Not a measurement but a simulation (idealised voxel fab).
process module | voxel self aligned vias
cross-section cut | 295 nm wide | cells 5 nm
A cross-section is a grid of square cells, given in bands from the top down. A band is one or more rows of cells.
Each band's line starts with the height of the band's top and of its bottom, in nm. Then come its materials from left to right, each with its width in nm. One material with "throughout" fills the band from edge to edge. "air" is empty space.
Height 0 is the level under which the wafer as received is all one material. The lowest band goes on downwards, as in "0 down".
A width such as "30 to 40" changes by the same amount from each row of cells to the next, from the band's top row to its bottom row.
"no change" after a step means that no cell of the cross-section changed.
closed voids: empty space of 8 cells or more with no open way to the top, each as width x height at its distance from the left edge, in nm
after a step's settings: what the simulator itself notes on the step
overlay nm, on a step with a mask: how far to the right of its planned place the mask lay; to the left if negative
plan
1 op RECEIVE | material Si
2 op CONFORMAL_DEP | material SiO2 | thk nm 15
3 op CONFORMAL_DEP | material SiCN | thk nm 5
4 op DIRECTIONAL_DEP | material SiO2 | thk nm 20
5 op PATTERN | tone open | mask id LINES | material resist | width nm 20 | pitch nm 60 | thk nm 15 | overlay nm 0
6 op DIRECTIONAL_ETCH | etch materials SiO2 | depth nm 20
7 op STRIP | etch materials resist
8 op CONFORMAL_DEP | material TiN | thk nm 5
9 op FILL_DEP | material Ru | thk nm 5
10 op CMP | height nm 40
11 op SELECTIVE_ETCH | etch materials W Ru TiN | depth nm 5
12 op FILL_DEP | material SiN | thk nm 5
13 op CMP | height nm 40
14 op DIRECTIONAL_DEP | material SiO2 | thk nm 20
15 op PATTERN | tone open | mask id VIAS | material resist | width nm 30 | pitch nm 60 | thk nm 20 | overlay nm 0
16 op DIRECTIONAL_ETCH | etch materials SiO2 | depth nm 20
17 op DIRECTIONAL_ETCH | etch materials SiN | depth nm 5
18 op STRIP | etch materials resist
19 op CONFORMAL_DEP | material TiN | thk nm 5
20 op FILL_DEP | material Cu | thk nm 10
21 op CMP | height nm 60
22 op CONFORMAL_DEP | material SiN | thk nm 5
as received, after step 1
  0 down: Si throughout
  closed voids: none
first wafer at the end, as planned
  65 to 60: SiN throughout
  60 to 45: SiO2 70 | TiN 5 | Cu 20 | TiN 5 | SiO2 30 | TiN 5 | Cu 20 | TiN 5 | SiO2 30 | TiN 5 | Cu 20 | TiN 5 | SiO2 75
  45 to 40: SiO2 70 | TiN 10 | Cu 10 | TiN 10 | SiO2 30 | TiN 10 | Cu 10 | TiN 10 | SiO2 30 | TiN 10 | Cu 10 | TiN 10 | SiO2 75
  40 to 35: SiO2 75 | TiN 20 | SiO2 40 | TiN 20 | SiO2 40 | TiN 20 | SiO2 80
  35 to 25: SiO2 75 | TiN 5 | Ru 10 | TiN 5 | SiO2 40 | TiN 5 | Ru 10 | TiN 5 | SiO2 40 | TiN 5 | Ru 10 | TiN 5 | SiO2 80
  25 to 20: SiO2 75 | TiN 20 | SiO2 40 | TiN 20 | SiO2 40 | TiN 20 | SiO2 80
  20 to 15: SiCN throughout
  15 to 0: SiO2 throughout
  0 down: Si throughout
  closed voids: none
second wafer at the end: like start, like plan, one mistake
  65 to 60: SiN throughout
  60 to 45: SiO2 65 | TiN 5 | Cu 20 | TiN 5 | SiO2 30 | TiN 5 | Cu 20 | TiN 5 | SiO2 30 | TiN 5 | Cu 20 | TiN 5 | SiO2 80
  45 to 40: SiO2 65 | TiN 15 | Cu 10 | TiN 5 | SiO2 30 | TiN 15 | Cu 10 | TiN 5 | SiO2 30 | TiN 15 | Cu 10 | TiN 5 | SiO2 80
  40 to 35: SiO2 75 | TiN 20 | SiO2 40 | TiN 20 | SiO2 40 | TiN 20 | SiO2 80
  35 to 25: SiO2 75 | TiN 5 | Ru 10 | TiN 5 | SiO2 40 | TiN 5 | Ru 10 | TiN 5 | SiO2 40 | TiN 5 | Ru 10 | TiN 5 | SiO2 80
  25 to 20: SiO2 75 | TiN 20 | SiO2 40 | TiN 20 | SiO2 40 | TiN 20 | SiO2 80
  20 to 15: SiCN throughout
  15 to 0: SiO2 throughout
  0 down: Si throughout
  closed voids: none
what went wrong: step 15 ran as: op PATTERN | tone open | mask id VIAS | material resist | width nm 30 | pitch nm 60 | thk nm 20 | overlay nm -5
at the end the second wafer has, in cells: as many of each material as the first, in other places
